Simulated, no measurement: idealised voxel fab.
Title: Process Module voxel lift off
It is cross-section cut that appears here, measuring 140 nm in width, its square cells being 5 nm in size.
A cross-section in this document is a grid of square cells, and it is written down as bands, the top band listed before the ones below it; a band is made up of one or more rows of cells. Heads up on the band format: heights come first, top then bottom, in nm. After that it's the materials left to right, each with its width in nm. A single material flagged "edge to edge" fills the whole band edge to edge, and "blank" means there's empty space there. Height datum 0, below which the as-received substrate wafer is one material. Lowest band open at the bottom, running downward: "0 nm and below". Graded width ("30 to 40"): value in top row of band = first number; value in bottom row = second number; row-to-row change constant. "no alteration" -> step changed no cross-section cell. Empty spaces without an open route to the top, at least 8 cells in extent, make up the entry "Trapped void list"; each is given as width x height at distance, where the distance is measured from the left edge, and all are in nm. Read whatever lies past the settings on a step's line as the simulator's own remark about the step. overlay nm: how far to the right of its planned place the mask lay on this masked step (negative: to the left).

Process steps foreseen in the plan:
1 RECEIVE [material Si]
2 CONFORMAL_DEP [material Al2O3] [thk nm 10]
3 PATTERN [tone open] [mask id LINES] [material resist] [width nm 25] [pitch nm 40] [thk nm 20] [overlay nm 0]
4 DIRECTIONAL_DEP [material Ru] [thk nm 10]
5 STRIP [etch materials resist]
6 CONFORMAL_DEP [material SiO2] [thk nm 10]

Received-state cross-section, reflecting completion of step 1:
  0 nm and below = Si edge to edge
  Trapped void list: none

Cross-section, first of two wafers, end of module, run as planned:
  30 nm to 20 nm = blank 5 nm, then SiO2 125 nm, then blank 10 nm
  20 nm to 10 nm = SiO2 15 nm, then Ru 25 nm, then SiO2 15 nm, then Ru 25 nm, then SiO2 15 nm, then Ru 25 nm, then SiO2 20 nm
  10 nm to 0 nm = Al2O3 edge to edge
  0 nm and below = Si edge to edge
  Trapped void list: none

Module end: cross-section of wafer two of two. Same start and process plan as the first wafer. One mistake during execution:
  30 nm to 20 nm = blank 10 nm, then SiO2 125 nm, then blank 5 nm
  20 nm to 10 nm = SiO2 20 nm, then Ru 25 nm, then SiO2 15 nm, then Ru 25 nm, then SiO2 15 nm, then Ru 25 nm, then SiO2 15 nm
  10 nm to 0 nm = Al2O3 edge to edge
  0 nm and below = Si edge to edge
  Trapped void list: none
In executing the process, a mistake was made relative to the plan: heads up, step 3 didn't go per plan, it actually ran as PATTERN [tone open] [mask id LINES] [material resist] [width nm 25] [pitch nm 40] [thk nm 20] [overlay nm 5]
Final wafers compared: equal cell tally per material, rearranged layout.
